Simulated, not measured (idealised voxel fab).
Process module name: voxel local oxidation
Cross-section cut: width 265 nm, square cells of 5 nm.
Think of the cross-section as a grid of square cells. We describe it in bands, top to bottom, and each band covers one or more rows of those cells.
A band entry consists of two parts. The first gives the height of the band's top and the height of its bottom, in nm. The rest lists the band's materials from left to right, each with its width in nm. A single material labelled with the word "throughout" fills the band from edge to edge, and the word "air" marks empty space.
Measure heights from 0. That's the level where, below it, the as-received wafer is all one material. The lowest band is bottomless and extends downward; write it as in "0 and below".
Quick explanation for "30->40": the width changes in equal steps down the rows of cells, from the first number in the band's top row to the second number in its bottom row.
Where the words "stayed the same" appear for a step, the cross-section shows no cell changed by that step; every cell remained as before.
"Enclosed internal cavities" means: voids of 8 cells or more that are shut off from the top with no open way through. Written width x height at distance, distance from the left edge, in nm.
It should be noted that, on the line of a given step, the content following the step's settings is a remark produced by the simulator itself with respect to that step.
overlay nm: where the mask lay relative to plan, measured to the right, on steps with a mask; negatives go left.

**Process steps - plan**
1) RECEIVE | material Si
2) OXIDIZE | depth nm 5
3) CONFORMAL_DEP | material SiN | thk nm 15
4) MASKED_ETCH | tone cover | mask id ACTIVE | width nm 105 | pitch nm 125 | etch materials SiN | depth nm 15 | overlay nm 0
5) SELECTIVE_ETCH | etch materials SiO2 | depth nm 5
6) OXIDIZE | depth nm 15
7) STRIP | etch materials SiN

**First out of two wafers; run went to plan**

**Received-state cross-section, reflecting completion of step 1**
    0 and below  Si throughout
    Enclosed internal cavities: none

**The wafer in cross-section once step 2 is complete**
    0 down to -5  SiO2 throughout
    All layers under -5 are left as they were.

**The wafer in cross-section once step 3 is complete**
    15 down to 0  SiN throughout
    All layers under 0 are left as they were.

**The wafer in cross-section once step 4 is complete**
    15 down to 0  air 15 nm; SiN 105 nm; air 20 nm; SiN 105 nm; air 20 nm
    All layers under 0 are left as they were.

**The wafer in cross-section once step 5 is complete**
    15 down to 0  air 15 nm; SiN 105 nm; air 20 nm; SiN 105 nm; air 20 nm
    0 down to -5  air 20 nm; SiO2 95 nm; air 30 nm; SiO2 95 nm; air 25 nm
    All layers under -5 are left as they were.

**The wafer in cross-section once step 6 is complete**
    15 down to 0  air 15 nm; SiN 105 nm; air 20 nm; SiN 105 nm; air 20 nm
    0 down to -5  air 20 nm; SiO2 95 nm; air 30 nm; SiO2 95 nm; air 25 nm
    -5 down to -20  SiO2 35 nm; Si 65 nm; SiO2 60 nm; Si 65 nm; SiO2 40 nm
    All layers under -20 are left as they were.

**The wafer in cross-section once step 7 is complete**
    0 down to -5  air 20 nm; SiO2 95 nm; air 30 nm; SiO2 95 nm; air 25 nm
    All layers under -5 are left as they were.

**Wafer two of two - same starting point, same process plan, one mistake in execution; matches wafer one up to and including step 2**

Cross-section of the second wafer corresponding to the planned conclusion of step 3: stayed the same

Cross-section of the second wafer corresponding to the planned conclusion of step 4: stayed the same

**Cross-section of the second wafer corresponding to the planned conclusion of step 5**
    -5 and below  Si throughout

**Cross-section of the second wafer corresponding to the planned conclusion of step 6**
    -5 down to -20  SiO2 throughout
    All layers under -20 are left as they were.

Cross-section of the second wafer corresponding to the planned conclusion of step 7: stayed the same
Here's what went sideways: step 3 was dropped from the plan's execution and never run
Bottom line after processing is that, in cells, the second wafer is up or down on some materials versus the first: Si: 78 fewer; SiO2: 40 more
